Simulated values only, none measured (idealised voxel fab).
A process module follows: voxel fin reveal.
We display cut, a cross-section 180 nm in width whose square cells are each 5 nm.
In what follows, cross-sections appear as grids of square cells, described through bands that run from the top down, where every band is one or more rows of cells. What a band's entry tells you: where the top is and where the bottom is, as heights in nm, and after that what lies inside, material by material from left to right, each with its width in nm. Empty space is written as the word "air", and a single material marked with the word "throughout" occupies the band from edge to edge. Basically, 0 is our baseline, since under it the wafer straight out of the box is all one material. The bottom band has no lower end and keeps on going down, so it looks like "top 0, no bottom". Per-row width for "30 to 40": begins at first number (top row of band), ends at second number (bottom row), increment between rows held constant. No cell of the cross-section changed in a step that is given as "no change". In "closed voids" the enclosed voids are listed, meaning empty spaces of 8 cells or larger without any opening to the top. The form is width x height at distance, distance from the left edge, units nm. It should be noted that, on the line of a given step, the content following the step's settings is a remark produced by the simulator itself with respect to that step. overlay nm: right-of-plan distance of the mask on a masked step; negative values mean left-of-plan. Layout of what follows: cross-section pairs, each bracketing one process step, the after cross-section shown only to the lowest band that changed, the step between and its settings noted under each pair. Pairs may originate in different runs of this module on the same starting wafer; a pair continues from the pair above only where its entry headed "Prior to step" says so.
Prior to step:
  top 0, no bottom | Si throughout
  closed voids: none
Sectional Result:
  top 10, bottom 0 | SiN throughout
  Below a height of 0, the structure has not been altered.
  closed voids: none
Which operation lies between the before and after views above? CONFORMAL_DEP, material SiN, thk nm 10
Prior to step: the cross-section after the pair above
Sectional Result:
  top 25, bottom 10 | air=60 / resist=15 / air=30 / resist=15 / air=60
  Below a height of 10, the structure has not been altered.
  closed voids: none
Which operation lies between the before and after views above? PATTERN, tone cover, mask id FINS, material resist, width nm 15, pitch nm 45, thk nm 15, overlay nm 0
Prior to step: the cross-section after the pair above
Sectional Result:
  top 25, bottom 10 | air=60 / resist=15 / air=30 / resist=15 / air=60
  top 10, bottom 0 | air=60 / SiN=15 / air=30 / SiN=15 / air=60
  Below a height of 0, the structure has not been altered.
  closed voids: none
Which operation lies between the before and after views above? DIRECTIONAL_ETCH, etch materials SiN, depth nm 10
Prior to step: the cross-section after the pair above
Sectional Result:
  top 25, bottom 10 | air=60 / resist=15 / air=30 / resist=15 / air=60
  top 10, bottom 0 | air=60 / SiN=15 / air=30 / SiN=15 / air=60
  top 0, bottom -40 | air=60 / Si=15 / air=30 / Si=15 / air=60
  Below a height of -40, the structure has not been altered.
  closed voids: none
Which operation lies between the before and after views above? DIRECTIONAL_ETCH, etch materials Si, depth nm 40
Prior to step: the cross-section after the pair above
Sectional Result:
  top 10, bottom 0 | air=60 / SiN=15 / air=30 / SiN=15 / air=60
  Below a height of 0, the structure has not been altered.
  closed voids: none
Which operation lies between the before and after views above? STRIP, etch materials resist
Prior to step: the cross-section after the pair above
Sectional Result:
  top 10, bottom 0 | air=60 / SiN=15 / air=30 / SiN=15 / air=60
  top 0, bottom -40 | air=60 / SiO2=5 / Si=5 / SiO2=5 / air=30 / SiO2=5 / Si=5 / SiO2=5 / air=60
  top -40, bottom -45 | SiO2=65 / Si=5 / SiO2=40 / Si=5 / SiO2=65
  Below a height of -45, the structure has not been altered.
  closed voids: none
Which operation lies between the before and after views above? OXIDIZE, depth nm 5
Prior to step: the cross-section after the pair above
Sectional Result:
  top 20, bottom 10 | SiO2 throughout
  top 10, bottom 0 | SiO2=60 / SiN=15 / SiO2=30 / SiN=15 / SiO2=60
  top 0, bottom -45 | SiO2=65 / Si=5 / SiO2=40 / Si=5 / SiO2=65
  Below a height of -45, the structure has not been altered.
  closed voids: none
Which operation lies between the before and after views above? FILL_DEP, material SiO2, thk nm 10
Prior to step: the cross-section after the pair above
Sectional Result:
  top 10, bottom 0 | SiO2=60 / SiN=15 / SiO2=30 / SiN=15 / SiO2=60
  Below a height of 0, the structure has not been altered.
  closed voids: none
Which operation lies between the before and after views above? CMP, height nm 10
Prior to step: the cross-section after the pair above
Sectional Result:
  top 10, bottom 0 | air=60 / SiN=15 / air=30 / SiN=15 / air=60
  top 0, bottom -20 | air=65 / Si=5 / air=40 / Si=5 / air=65
  Below a height of -20, the structure has not been altered.
  closed voids: none
Which operation lies between the before and after views above? SELECTIVE_ETCH, etch materials SiO2, depth nm 30
Prior to step: the cross-section after the pair above
Sectional Result:
  top 0, bottom -20 | air=65 / Si=5 / air=40 / Si=5 / air=65
  Below a height of -20, the structure has not been altered.
  closed voids: none
Which operation lies between the before and after views above? STRIP, etch materials SiN
Prior to step: the cross-section after the pair above
Sectional Result:
  top 5, bottom 0 | air=60 / HfO2=15 / air=30 / HfO2=15 / air=60
  top 0, bottom -15 | air=60 / HfO2=5 / Si=5 / HfO2=5 / air=30 / HfO2=5 / Si=5 / HfO2=5 / air=60
  top -15, bottom -20 | HfO2=65 / Si=5 / HfO2=40 / Si=5 / HfO2=65
  Below a height of -20, the structure has not been altered.
  closed voids: none
Which operation lies between the before and after views above? CONFORMAL_DEP, material HfO2, thk nm 5
Prior to step:
  top 10, bottom 0 | air=60 / SiN=15 / air=30 / SiN=15 / air=60
  top 0, bottom -20 | air=65 / Si=5 / air=40 / Si=5 / air=65
  top -20, bottom -45 | SiO2=65 / Si=5 / SiO2=40 / Si=5 / SiO2=65
  top -45, no bottom | Si throughout
  closed voids: none
Sectional Result:
  top 10, bottom 0 | air=60 / SiN=15 / air=30 / SiN=15 / air=60
  top 0, bottom -45 | air=65 / Si=5 / air=40 / Si=5 / air=65
  Below a height of -45, the structure has not been altered.
  closed voids: none
Which operation lies between the before and after views above? SELECTIVE_ETCH, etch materials SiO2, depth nm 30
Prior to step: the cross-section after the pair above
Sectional Result:
  top 0, bottom -45 | air=65 / Si=5 / air=40 / Si=5 / air=65
  Below a height of -45, the structure has not been altered.
  closed voids: none
Which operation lies between the before and after views above? STRIP, etch materials SiN
Prior to step: the cross-section after the pair above
Sectional Result:
  top 5, bottom 0 | air=60 / HfO2=15 / air=30 / HfO2=15 / air=60
  top 0, bottom -40 | air=60 / HfO2=5 / Si=5 / HfO2=5 / air=30 / HfO2=5 / Si=5 / HfO2=5 / air=60
  top -40, bottom -45 | HfO2=65 / Si=5 / HfO2=40 / Si=5 / HfO2=65
  Below a height of -45, the structure has not been altered.
  closed voids: none
Which operation lies between the before and after views above? CONFORMAL_DEP, material HfO2, thk nm 5
Prior to step:
  top 10, bottom 0 | SiO2=60 / SiN=15 / SiO2=30 / SiN=15 / SiO2=60
  top 0, bottom -45 | SiO2=65 / Si=5 / SiO2=40 / Si=5 / SiO2=65
  top -45, no bottom | Si throughout
  closed voids: none
Sectional Result:
  top 10, bottom 0 | SiO2=60 / air=15 / SiO2=30 / air=15 / SiO2=60
  Below a height of 0, the structure has not been altered.
  closed voids: none
Which operation lies between the before and after views above? STRIP, etch materials SiN
Prior to step: the cross-section after the pair above
Sectional Result:
  top 0, bottom -20 | air=65 / Si=5 / air=40 / Si=5 / air=65
  top -20, bottom -30 | SiO2=30 / air=35 / Si=5 / air=40 / Si=5 / air=35 / SiO2=30
  Below a height of -30, the structure has not been altered.
  closed voids: none
Which operation lies between the before and after views above? SELECTIVE_ETCH, etch materials SiO2, depth nm 30
Prior to step: the cross-section after the pair above
Sectional Result:
  top 5, bottom 0 | air=60 / HfO2=15 / air=30 / HfO2=15 / air=60
  top 0, bottom -15 | air=60 / HfO2=5 / Si=5 / HfO2=5 / air=30 / HfO2=5 / Si=5 / HfO2=5 / air=60
  top -15, bottom -20 | HfO2=35 / air=25 / HfO2=5 / Si=5 / HfO2=5 / air=30 / HfO2=5 / Si=5 / HfO2=5 / air=25 / HfO2=35
  top -20, bottom -25 | SiO2=30 / HfO2=5 / air=25 / HfO2=5 / Si=5 / HfO2=5 / air=30 / HfO2=5 / Si=5 / HfO2=5 / air=25 / HfO2=5 / SiO2=30
  top -25, bottom -30 | SiO2=30 / HfO2=35 / Si=5 / HfO2=40 / Si=5 / HfO2=35 / SiO2=30
  Below a height of -30, the structure has not been altered.
  closed voids: none
Which operation lies between the before and after views above? CONFORMAL_DEP, material HfO2, thk nm 5
Prior to step:
  top 25, bottom 10 | air=60 / resist=15 / air=30 / resist=15 / air=60
  top 10, bottom 0 | air=60 / SiN=15 / air=30 / SiN=15 / air=60
  top 0, no bottom | Si throughout
  closed voids: none
Sectional Result:
  top 25, bottom 10 | air=60 / resist=15 / air=30 / resist=15 / air=60
  top 10, bottom 0 | air=60 / SiN=15 / air=30 / SiN=15 / air=60
  top 0, bottom -35 | air=60 / Si=15 / air=30 / Si=15 / air=60
  Below a height of -35, the structure has not been altered.
  closed voids: none
Which operation lies between the before and after views above? DIRECTIONAL_ETCH, etch materials Si, depth nm 35
Prior to step: the cross-section after the pair above
Sectional Result:
  top 10, bottom 0 | air=60 / SiN=15 / air=30 / SiN=15 / air=60
  Below a height of 0, the structure has not been altered.
  closed voids: none
Which operation lies between the before and after views above? STRIP, etch materials resist
Prior to step: the cross-section after the pair above
Sectional Result:
  top 10, bottom 0 | air=60 / SiN=15 / air=30 / SiN=15 / air=60
  top 0, bottom -35 | air=60 / SiO2=5 / Si=5 / SiO2=5 / air=30 / SiO2=5 / Si=5 / SiO2=5 / air=60
  top -35, bottom -40 | SiO2=65 / Si=5 / SiO2=40 / Si=5 / SiO2=65
  Below a height of -40, the structure has not been altered.
  closed voids: none
Which operation lies between the before and after views above? OXIDIZE, depth nm 5
Prior to step: the cross-section after the pair above
Sectional Result:
  top 20, bottom 10 | SiO2 throughout
  top 10, bottom 0 | SiO2=60 / SiN=15 / SiO2=30 / SiN=15 / SiO2=60
  top 0, bottom -40 | SiO2=65 / Si=5 / SiO2=40 / Si=5 / SiO2=65
  Below a height of -40, the structure has not been altered.
  closed voids: none
Which operation lies between the before and after views above? FILL_DEP, material SiO2, thk nm 10
Prior to step: the cross-section after the pair above
Sectional Result:
  top 10, bottom 0 | SiO2=60 / SiN=15 / SiO2=30 / SiN=15 / SiO2=60
  Below a height of 0, the structure has not been altered.
  closed voids: none
Which operation lies between the before and after views above? CMP, height nm 10
Prior to step: the cross-section after the pair above
Sectional Result:
  top 10, bottom 0 | air=60 / SiN=15 / air=30 / SiN=15 / air=60
  top 0, bottom -20 | air=65 / Si=5 / air=40 / Si=5 / air=65
  Below a height of -20, the structure has not been altered.
  closed voids: none
Which operation lies between the before and after views above? SELECTIVE_ETCH, etch materials SiO2, depth nm 30
Prior to step: the cross-section after the pair above
Sectional Result:
  top 0, bottom -20 | air=65 / Si=5 / air=40 / Si=5 / air=65
  Below a height of -20, the structure has not been altered.
  closed voids: none
Which operation lies between the before and after views above? STRIP, etch materials SiN
Prior to step: the cross-section after the pair above
Sectional Result:
  top 5, bottom 0 | air=60 / HfO2=15 / air=30 / HfO2=15 / air=60
  top 0, bottom -15 | air=60 / HfO2=5 / Si=5 / HfO2=5 / air=30 / HfO2=5 / Si=5 / HfO2=5 / air=60
  top -15, bottom -20 | HfO2=65 / Si=5 / HfO2=40 / Si=5 / HfO2=65
  Below a height of -20, the structure has not been altered.
  closed voids: none
Which operation lies between the before and after views above? CONFORMAL_DEP, material HfO2, thk nm 5
Prior to step:
  top 10, bottom 0 | SiN throughout
  top 0, no bottom | Si throughout
  closed voids: none
Sectional Result:
  top 25, bottom 10 | air=60 / resist=20 / air=25 / resist=20 / air=55
  Below a height of 10, the structure has not been altered.
  closed voids: none
Which operation lies between the before and after views above? PATTERN, tone cover, mask id FINS, material resist, width nm 20, pitch nm 45, thk nm 15, overlay nm 0
Prior to step: the cross-section after the pair above
Sectional Result:
  top 25, bottom 10 | air=60 / resist=20 / air=25 / resist=20 / air=55
  top 10, bottom 0 | air=60 / SiN=20 / air=25 / SiN=20 / air=55
  Below a height of 0, the structure has not been altered.
  closed voids: none
Which operation lies between the before and after views above? DIRECTIONAL_ETCH, etch materials SiN, depth nm 10
Prior to step: the cross-section after the pair above
Sectional Result:
  top 25, bottom 10 | air=60 / resist=20 / air=25 / resist=20 / air=55
  top 10, bottom 0 | air=60 / SiN=20 / air=25 / SiN=20 / air=55
  top 0, bottom -40 | air=60 / Si=20 / air=25 / Si=20 / air=55
  Below a height of -40, the structure has not been altered.
  closed voids: none
Which operation lies between the before and after views above? DIRECTIONAL_ETCH, etch materials Si, depth nm 40
Prior to step: the cross-section after the pair above
Sectional Result:
  top 10, bottom 0 | air=60 / SiN=20 / air=25 / SiN=20 / air=55
  Below a height of 0, the structure has not been altered.
  closed voids: none
Which operation lies between the before and after views above? STRIP, etch materials resist
Prior to step: the cross-section after the pair above
Sectional Result:
  top 10, bottom 0 | air=60 / SiN=20 / air=25 / SiN=20 / air=55
  top 0, bottom -40 | air=60 / SiO2=5 / Si=10 / SiO2=5 / air=25 / SiO2=5 / Si=10 / SiO2=5 / air=55
  top -40, bottom -45 | SiO2=65 / Si=10 / SiO2=35 / Si=10 / SiO2=60
  Below a height of -45, the structure has not been altered.
  closed voids: none
Which operation lies between the before and after views above? OXIDIZE, depth nm 5
Prior to step: the cross-section after the pair above
Sectional Result:
  top 20, bottom 10 | SiO2 throughout
  top 10, bottom 0 | SiO2=60 / SiN=20 / SiO2=25 / SiN=20 / SiO2=55
  top 0, bottom -45 | SiO2=65 / Si=10 / SiO2=35 / Si=10 / SiO2=60
  Below a height of -45, the structure has not been altered.
  closed voids: none
Which operation lies between the before and after views above? FILL_DEP, material SiO2, thk nm 10
Prior to step: the cross-section after the pair above
Sectional Result:
  top 10, bottom 0 | SiO2=60 / SiN=20 / SiO2=25 / SiN=20 / SiO2=55
  Below a height of 0, the structure has not been altered.
  closed voids: none
Which operation lies between the before and after views above? CMP, height nm 10
Prior to step: the cross-section after the pair above
Sectional Result:
  top 10, bottom 0 | air=60 / SiN=20 / air=25 / SiN=20 / air=55
  top 0, bottom -20 | air=65 / Si=10 / air=35 / Si=10 / air=60
  Below a height of -20, the structure has not been altered.
  closed voids: none
Which operation lies between the before and after views above? SELECTIVE_ETCH, etch materials SiO2, depth nm 30
Prior to step: the cross-section after the pair above
Sectional Result:
  top 0, bottom -20 | air=65 / Si=10 / air=35 / Si=10 / air=60
  Below a height of -20, the structure has not been altered.
  closed voids: none
Which operation lies between the before and after views above? STRIP, etch materials SiN
Prior to step: the cross-section after the pair above
Sectional Result:
  top 5, bottom 0 | air=60 / HfO2=20 / air=25 / HfO2=20 / air=55
  top 0, bottom -15 | air=60 / HfO2=5 / Si=10 / HfO2=5 / air=25 / HfO2=5 / Si=10 / HfO2=5 / air=55
  top -15, bottom -20 | HfO2=65 / Si=10 / HfO2=35 / Si=10 / HfO2=60
  Below a height of -20, the structure has not been altered.
  closed voids: none
Which operation lies between the before and after views above? CONFORMAL_DEP, material HfO2, thk nm 5
Prior to step:
  top 10, bottom 0 | SiN throughout
  top 0, no bottom | Si throughout
  closed voids: none
Sectional Result:
  top 25, bottom 10 | air=70 / resist=15 / air=30 / resist=15 / air=50
  Below a height of 10, the structure has not been altered.
  closed voids: none
Which operation lies between the before and after views above? PATTERN, tone cover, mask id FINS, material resist, width nm 15, pitch nm 45, thk nm 15, overlay nm 10
Prior to step: the cross-section after the pair above
Sectional Result:
  top 25, bottom 10 | air=70 / resist=15 / air=30 / resist=15 / air=50
  top 10, bottom 0 | air=70 / SiN=15 / air=30 / SiN=15 / air=50
  Below a height of 0, the structure has not been altered.
  closed voids: none
Which operation lies between the before and after views above? DIRECTIONAL_ETCH, etch materials SiN, depth nm 10
Prior to step: the cross-section after the pair above
Sectional Result:
  top 25, bottom 10 | air=70 / resist=15 / air=30 / resist=15 / air=50
  top 10, bottom 0 | air=70 / SiN=15 / air=30 / SiN=15 / air=50
  top 0, bottom -40 | air=70 / Si=15 / air=30 / Si=15 / air=50
  Below a height of -40, the structure has not been altered.
  closed voids: none
Which operation lies between the before and after views above? DIRECTIONAL_ETCH, etch materials Si, depth nm 40
Prior to step: the cross-section after the pair above
Sectional Result:
  top 10, bottom 0 | air=70 / SiN=15 / air=30 / SiN=15 / air=50
  Below a height of 0, the structure has not been altered.
  closed voids: none
Which operation lies between the before and after views above? STRIP, etch materials resist
Prior to step: the cross-section after the pair above
Sectional Result:
  top 10, bottom 0 | air=70 / SiN=15 / air=30 / SiN=15 / air=50
  top 0, bottom -40 | air=70 / SiO2=5 / Si=5 / SiO2=5 / air=30 / SiO2=5 / Si=5 / SiO2=5 / air=50
  top -40, bottom -45 | SiO2=75 / Si=5 / SiO2=40 / Si=5 / SiO2=55
  Below a height of -45, the structure has not been altered.
  closed voids: none
Which operation lies between the before and after views above? OXIDIZE, depth nm 5
Prior to step: the cross-section after the pair above
Sectional Result:
  top 20, bottom 10 | SiO2 throughout
  top 10, bottom 0 | SiO2=70 / SiN=15 / SiO2=30 / SiN=15 / SiO2=50
  top 0, bottom -45 | SiO2=75 / Si=5 / SiO2=40 / Si=5 / SiO2=55
  Below a height of -45, the structure has not been altered.
  closed voids: none
Which operation lies between the before and after views above? FILL_DEP, material SiO2, thk nm 10
Prior to step: the cross-section after the pair above
Sectional Result:
  top 10, bottom 0 | SiO2=70 / SiN=15 / SiO2=30 / SiN=15 / SiO2=50
  Below a height of 0, the structure has not been altered.
  closed voids: none
Which operation lies between the before and after views above? CMP, height nm 10
Prior to step: the cross-section after the pair above
Sectional Result:
  top 10, bottom 0 | air=70 / SiN=15 / air=30 / SiN=15 / air=50
  top 0, bottom -20 | air=75 / Si=5 / air=40 / Si=5 / air=55
  Below a height of -20, the structure has not been altered.
  closed voids: none
Which operation lies between the before and after views above? SELECTIVE_ETCH, etch materials SiO2, depth nm 30
Prior to step: the cross-section after the pair above
Sectional Result:
  top 0, bottom -20 | air=75 / Si=5 / air=40 / Si=5 / air=55
  Below a height of -20, the structure has not been altered.
  closed voids: none
Which operation lies between the before and after views above? STRIP, etch materials SiN
Prior to step: the cross-section after the pair above
Sectional Result:
  top 5, bottom 0 | air=70 / HfO2=15 / air=30 / HfO2=15 / air=50
  top 0, bottom -15 | air=70 / HfO2=5 / Si=5 / HfO2=5 / air=30 / HfO2=5 / Si=5 / HfO2=5 / air=50
  top -15, bottom -20 | HfO2=75 / Si=5 / HfO2=40 / Si=5 / HfO2=55
  Below a height of -20, the structure has not been altered.
  closed voids: none
Which operation lies between the before and after views above? CONFORMAL_DEP, material HfO2, thk nm 5
Prior to step:
  top 10, bottom 0 | air=60 / SiN=15 / air=30 / SiN=15 / air=60
  top 0, bottom -40 | air=60 / SiO2=5 / Si=5 / SiO2=5 / air=30 / SiO2=5 / Si=5 / SiO2=5 / air=60
  top -40, bottom -45 | SiO2=65 / Si=5 / SiO2=40 / Si=5 / SiO2=65
  top -45, no bottom | Si throughout
  closed voids: none
Sectional Result:
  top 20, bottom 0 | SiN throughout
  top 0, bottom -40 | SiN=60 / SiO2=5 / Si=5 / SiO2=5 / SiN=30 / SiO2=5 / Si=5 / SiO2=5 / SiN=60
  Below a height of -40, the structure has not been altered.
  closed voids: none
Which operation lies between the before and after views above? FILL_DEP, material SiN, thk nm 10
Prior to step: the cross-section after the pair above
Sectional Result:
  top 10, bottom 0 | SiN throughout
  Below a height of 0, the structure has not been altered.
  closed voids: none
Which operation lies between the before and after views above? CMP, height nm 10
Prior to step: the cross-section after the pair above
Sectional Result:
  top 0, bottom -40 | air=60 / SiO2=5 / Si=5 / SiO2=5 / air=30 / SiO2=5 / Si=5 / SiO2=5 / air=60
  Below a height of -40, the structure has not been altered.
  closed voids: none
Which operation lies between the before and after views above? STRIP, etch materials SiN
Prior to step: the cross-section after the pair above
Sectional Result:
  top 5, bottom 0 | air=55 / HfO2=25 / air=20 / HfO2=25 / air=55
  top 0, bottom -35 | air=55 / HfO2=5 / SiO2=5 / Si=5 / SiO2=5 / HfO2=5 / air=20 / HfO2=5 / SiO2=5 / Si=5 / SiO2=5 / HfO2=5 / air=55
  top -35, bottom -40 | HfO2=60 / SiO2=5 / Si=5 / SiO2=5 / HfO2=30 / SiO2=5 / Si=5 / SiO2=5 / HfO2=60
  Below a height of -40, the structure has not been altered.
  closed voids: none
Which operation lies between the before and after views above? CONFORMAL_DEP, material HfO2, thk nm 5
Prior to step:
  top 10, bottom 0 | SiN throughout
  top 0, no bottom | Si throughout
  closed voids: none
Sectional Result:
  top 25, bottom 10 | resist=60 / air=15 / resist=30 / air=15 / resist=60
  Below a height of 10, the structure has not been altered.
  closed voids: none
Which operation lies between the before and after views above? PATTERN, tone open, mask id FINS, material resist, width nm 15, pitch nm 45, thk nm 15, overlay nm 0
Prior to step: the cross-section after the pair above
Sectional Result:
  top 25, bottom 10 | resist=60 / air=15 / resist=30 / air=15 / resist=60
  top 10, bottom 0 | SiN=60 / air=15 / SiN=30 / air=15 / SiN=60
  Below a height of 0, the structure has not been altered.
  closed voids: none
Which operation lies between the before and after views above? DIRECTIONAL_ETCH, etch materials SiN, depth nm 10
Prior to step: the cross-section after the pair above
Sectional Result:
  top 25, bottom 10 | resist=60 / air=15 / resist=30 / air=15 / resist=60
  top 10, bottom 0 | SiN=60 / air=15 / SiN=30 / air=15 / SiN=60
  top 0, bottom -40 | Si=60 / air=15 / Si=30 / air=15 / Si=60
  Below a height of -40, the structure has not been altered.
  closed voids: none
Which operation lies between the before and after views above? DIRECTIONAL_ETCH, etch materials Si, depth nm 40
Prior to step: the cross-section after the pair above
Sectional Result:
  top 10, bottom 0 | SiN=60 / air=15 / SiN=30 / air=15 / SiN=60
  Below a height of 0, the structure has not been altered.
  closed voids: none
Which operation lies between the before and after views above? STRIP, etch materials resist
Prior to step: the cross-section after the pair above
Sectional Result:
  top 10, bottom 0 | SiN=60 / air=15 / SiN=30 / air=15 / SiN=60
  top 0, bottom -40 | Si=55 / SiO2=5 / air=15 / SiO2=5 / Si=20 / SiO2=5 / air=15 / SiO2=5 / Si=55
  top -40, bottom -45 | Si=55 / SiO2=25 / Si=20 / SiO2=25 / Si=55
  Below a height of -45, the structure has not been altered.
  closed voids: none
Which operation lies between the before and after views above? OXIDIZE, depth nm 5
Prior to step: the cross-section after the pair above
Sectional Result:
  top 20, bottom 10 | SiO2 throughout
  top 10, bottom 0 | SiN=60 / SiO2=15 / SiN=30 / SiO2=15 / SiN=60
  top 0, bottom -45 | Si=55 / SiO2=25 / Si=20 / SiO2=25 / Si=55
  Below a height of -45, the structure has not been altered.
  closed voids: none
Which operation lies between the before and after views above? FILL_DEP, material SiO2, thk nm 10
Prior to step: the cross-section after the pair above
Sectional Result:
  top 10, bottom 0 | SiN=60 / SiO2=15 / SiN=30 / SiO2=15 / SiN=60
  Below a height of 0, the structure has not been altered.
  closed voids: none
Which operation lies between the before and after views above? CMP, height nm 10
Prior to step: the cross-section after the pair above
Sectional Result:
  top 10, bottom 0 | SiN=60 / air=15 / SiN=30 / air=15 / SiN=60
  top 0, bottom -20 | Si=55 / air=25 / Si=20 / air=25 / Si=55
  Below a height of -20, the structure has not been altered.
  closed voids: none
Which operation lies between the before and after views above? SELECTIVE_ETCH, etch materials SiO2, depth nm 30
Prior to step: the cross-section after the pair above
Sectional Result:
  top 0, bottom -20 | Si=55 / air=25 / Si=20 / air=25 / Si=55
  Below a height of -20, the structure has not been altered.
  closed voids: none
Which operation lies between the before and after views above? STRIP, etch materials SiN
Prior to step: the cross-section after the pair above
Sectional Result:
  top 5, bottom 0 | HfO2=60 / air=15 / HfO2=30 / air=15 / HfO2=60
  top 0, bottom -15 | Si=55 / HfO2=5 / air=15 / HfO2=5 / Si=20 / HfO2=5 / air=15 / HfO2=5 / Si=55
  top -15, bottom -20 | Si=55 / HfO2=25 / Si=20 / HfO2=25 / Si=55
  Below a height of -20, the structure has not been altered.
  closed voids: none
Which operation lies between the before and after views above? CONFORMAL_DEP, material HfO2, thk nm 5
